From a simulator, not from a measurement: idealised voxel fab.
You're looking at the process module voxel air gaps.
The width of the displayed cross-section, cut, is 175 nm; its cells are square, with a size of 5 nm.
For the purposes of this document, a cross-section shall be understood as a grid of square cells, specified as bands listed in top-to-bottom order, each band consisting of one or more rows of cells.
Basically the band line says how high the top is and how high the bottom is, in nm, and then what's in it from left to right, every material with its width in nm. Empty space shows up as "empty", and if a single material carries "all across" it runs the full band edge to edge.
Ref level 0: as-received wafer is one material below here. Bottom band extends down with no lower bound ("0 nm and below").
Note: "30 to 40" means the width goes from the first number (top row of the band) to the second number (bottom row) in equal steps per row of cells.
Take "nothing altered" at face value: in the step it is given for, the cross-section changed in none of its cells.
What "Sealed internal voids" gives you is every empty space of 8 cells or more that is cut off from the top. Each appears as width x height at distance, with the distance taken from the left edge and width, height and distance all in nm.
Step line, after settings: the simulator's comment on this step.
overlay nm, on a step with a mask: how far to the right of its planned place the mask lay; to the left if negative
-- Planned step list for the process
1) RECEIVE | material Si
2) CONFORMAL_DEP | material SiO2 | thk nm 10
3) CONFORMAL_DEP | material SiN | thk nm 5
4) DIRECTIONAL_DEP | material SiO2 | thk nm 35
5) DIRECTIONAL_DEP | material aC | thk nm 15
6) PATTERN | tone open | mask id LINES | material resist | width nm 25 | pitch nm 50 | thk nm 30 | overlay nm 0
7) DIRECTIONAL_ETCH | etch materials aC | depth nm 15
8) STRIP | etch materials resist
9) DIRECTIONAL_ETCH | etch materials SiO2 | depth nm 35
10) STRIP | etch materials aC
11) CONFORMAL_DEP | material TiN | thk nm 5
12) FILL_DEP | material Cu | thk nm 5
13) CMP | height nm 50
14) EPI | material Ru | thk nm 10
15) SELECTIVE_ETCH | etch materials SiO2 | depth nm 45
16) CONFORMAL_DEP | material SiN | thk nm 5
-- Cross-section, incoming material, after step 1
0 nm and below | Si all across
Sealed internal voids: none
-- Here's the wafer cut in cross-section after the module, started and planned just like above, except one thing was done wrong in the run
65 nm to 60 nm | empty 5  SiN 165  empty 5
60 nm to 50 nm | empty 5  SiN 5  Ru 155  SiN 5  empty 5
50 nm to 45 nm | empty 5  SiN 15  TiN 5  Cu 25  TiN 5  SiO2 15  TiN 5  Cu 25  TiN 5  SiO2 15  TiN 5  Cu 25  TiN 5  SiN 15  empty 5
45 nm to 20 nm | empty 15  SiN 5  TiN 5  Cu 25  TiN 5  SiO2 15  TiN 5  Cu 25  TiN 5  SiO2 15  TiN 5  Cu 25  TiN 5  SiN 5  empty 15
20 nm to 15 nm | SiN 20  TiN 35  SiO2 15  TiN 35  SiO2 15  TiN 35  SiN 20
15 nm to 10 nm | SiN all across
10 nm to 0 nm | SiO2 all across
0 nm and below | Si all across
Sealed internal voids: none
It is concluded that the wafer was processed incorrectly with respect to the plan, in that step 6 ran differently from the plan; actual operation with settings: PATTERN | tone open | mask id LINES | material resist | width nm 35 | pitch nm 50 | thk nm 30 | overlay nm 0
